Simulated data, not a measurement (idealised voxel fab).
Process module, titled voxel capacitor over wiring
It is cross-section cut that appears here, measuring 140 nm in width, its square cells being 5 nm in size.
Cross-section layout: square cells on a grid; listed as bands, top to bottom; a band spans one or more cell rows. A band entry consists of two parts. The first gives the height of the band's top and the height of its bottom, in nm. The rest lists the band's materials from left to right, each with its width in nm. A single material labelled with the word "all across" fills the band from edge to edge, and the word "air" marks empty space. Heads up on the height convention: 0 is the point under which the incoming wafer is all one material, and the lowest band has no bottom, it just keeps going down, like "0 and below". Quick explanation for "30 to 40": the width changes in equal steps down the rows of cells, from the first number in the band's top row to the second number in its bottom row. Basically "no change occurred" means that step didn't change any cell in the cross-section. Voids lacking openings: empty space of 8 cells or more with no open way to the top, each as width x height at its distance from the left edge, in nm. The remark found on a step's line after its settings is issued by the simulator itself and pertains to that step. "overlay nm" denotes, for a step that has a mask, the displacement of the mask to the right of its planned place, with negative values corresponding to the left.
SO HERE'S THE LINEUP OF PROCESS STEPS WE PLANNED
1) RECEIVE,material Si
2) CONFORMAL_DEP,material SiO2,thk nm 10
3) CONFORMAL_DEP,material SiN,thk nm 5
4) DIRECTIONAL_DEP,material SiO2,thk nm 15
5) DIRECTIONAL_DEP,material aC,thk nm 10
6) PATTERN,tone open,mask id METAL_1,material resist,width nm 25,pitch nm 80,thk nm 25,overlay nm 0
7) DIRECTIONAL_ETCH,etch materials aC,depth nm 10
8) STRIP,etch materials resist
9) DIRECTIONAL_ETCH,etch materials SiO2,depth nm 15
10) DIRECTIONAL_ETCH,etch materials SiN,depth nm 5
11) STRIP,etch materials aC
12) CONFORMAL_DEP,material TiN,thk nm 5
13) FILL_DEP,material W,thk nm 10
14) CMP,height nm 30
15) EPI,material Ru,thk nm 5
16) FILL_DEP,material SiCN,thk nm 5
17) DIRECTIONAL_DEP,material SiO2,thk nm 20
18) DIRECTIONAL_DEP,material aC,thk nm 15
19) PATTERN,tone open,mask id PLUG_1,material resist,width nm 15,thk nm 30,overlay nm 0
20) DIRECTIONAL_ETCH,etch materials aC,depth nm 15
21) STRIP,etch materials resist
22) DIRECTIONAL_ETCH,etch materials SiO2,depth nm 20
23) DIRECTIONAL_ETCH,etch materials SiCN,depth nm 5
24) STRIP,etch materials aC
25) EPI,material Ru,thk nm 10
26) EPI,material Ru,thk nm 10
27) EPI,material Ru,thk nm 5
28) DIRECTIONAL_DEP,material TiN,thk nm 10
29) DIRECTIONAL_DEP,material SiN,thk nm 5
30) DIRECTIONAL_DEP,material TiN,thk nm 10
31) DIRECTIONAL_DEP,material aC,thk nm 15
32) PATTERN,tone cover,mask id UPPER_PLATE,material resist,width nm 60,thk nm 35,overlay nm 0
33) DIRECTIONAL_ETCH,etch materials aC,depth nm 15
34) STRIP,etch materials resist
35) DIRECTIONAL_ETCH,etch materials TiN,depth nm 10
36) DIRECTIONAL_ETCH,etch materials SiN,depth nm 5
37) STRIP,etch materials aC
38) DIRECTIONAL_DEP,material aC,thk nm 15
39) PATTERN,tone cover,mask id LOWER_PLATE,material resist,width nm 70,thk nm 30,overlay nm 0
40) DIRECTIONAL_ETCH,etch materials aC,depth nm 15
41) STRIP,etch materials resist
42) DIRECTIONAL_ETCH,etch materials TiN,depth nm 10
43) STRIP,etch materials aC
44) FILL_DEP,material SiO2,thk nm 15
45) CMP,height nm 95
46) DIRECTIONAL_DEP,material aC,thk nm 15
47) PATTERN,tone open,mask id PLUG_2,material resist,width nm 15,thk nm 35,overlay nm 0
48) DIRECTIONAL_ETCH,etch materials aC,depth nm 15
49) STRIP,etch materials resist
50) DIRECTIONAL_ETCH,etch materials SiO2,depth nm 10
51) STRIP,etch materials aC
52) CONFORMAL_DEP,material TiN,thk nm 5
53) FILL_DEP,material Cu,thk nm 5
54) CMP,height nm 95
55) CONFORMAL_DEP,material SiCN,thk nm 5
WAFER CROSS-SECTION ON RECEIPT, I.E. AFTER STEP 1
0 and below = Si all across
Voids lacking openings: none
CROSS-SECTION: FIRST OF TWO WAFERS, MODULE FINISHED, RUN ACCORDING TO PLAN
100 down to 95 = SiCN all across
95 down to 90 = SiO2 (35); TiN (5); Cu (5); TiN (5); SiO2 (90)
90 down to 85 = SiO2 (35); TiN (15); SiO2 (90)
85 down to 75 = SiO2 (25); TiN (60); SiO2 (55)
75 down to 70 = SiO2 (25); SiN (60); SiO2 (55)
70 down to 60 = SiO2 (20); TiN (70); SiO2 (50)
60 down to 40 = SiO2 (25); Ru (15); SiO2 (100)
40 down to 35 = SiCN (25); Ru (15); SiCN (100)
35 down to 30 = SiCN (10); Ru (35); SiCN (45); Ru (35); SiCN (15)
30 down to 15 = SiO2 (15); TiN (5); W (15); TiN (5); SiO2 (55); TiN (5); W (15); TiN (5); SiO2 (20)
15 down to 10 = SiN (15); TiN (25); SiN (55); TiN (25); SiN (20)
10 down to 0 = SiO2 all across
0 and below = Si all across
Voids lacking openings: none
SAME START, SAME PLAN AS THE FIRST WAFER - BUT ONE MISTAKE IN THE RUN. CROSS-SECTION OF THE SECOND OF THE TWO AT THE END OF THE MODULE
100 down to 95 = SiCN all across
95 down to 90 = SiO2 (35); TiN (5); Cu (5); TiN (5); SiO2 (90)
90 down to 85 = SiO2 (35); TiN (15); SiO2 (90)
85 down to 75 = SiO2 (25); TiN (60); SiO2 (55)
75 down to 70 = SiO2 (25); SiN (60); SiO2 (55)
70 down to 60 = SiO2 (15); TiN (70); SiO2 (55)
60 down to 40 = SiO2 (25); Ru (15); SiO2 (100)
40 down to 35 = SiCN (25); Ru (15); SiCN (100)
35 down to 30 = SiCN (10); Ru (35); SiCN (45); Ru (35); SiCN (15)
30 down to 15 = SiO2 (15); TiN (5); W (15); TiN (5); SiO2 (55); TiN (5); W (15); TiN (5); SiO2 (20)
15 down to 10 = SiN (15); TiN (25); SiN (55); TiN (25); SiN (20)
10 down to 0 = SiO2 all across
0 and below = Si all across
Voids lacking openings: none
What went wrong in running the wafer? heads up, step 39 didn't go per plan, it actually ran as PATTERN,tone cover,mask id LOWER_PLATE,material resist,width nm 70,thk nm 30,overlay nm -5
If you tally the cells, the second wafer ends up with the same amount of every material as the first; it's all just sitting in different places.
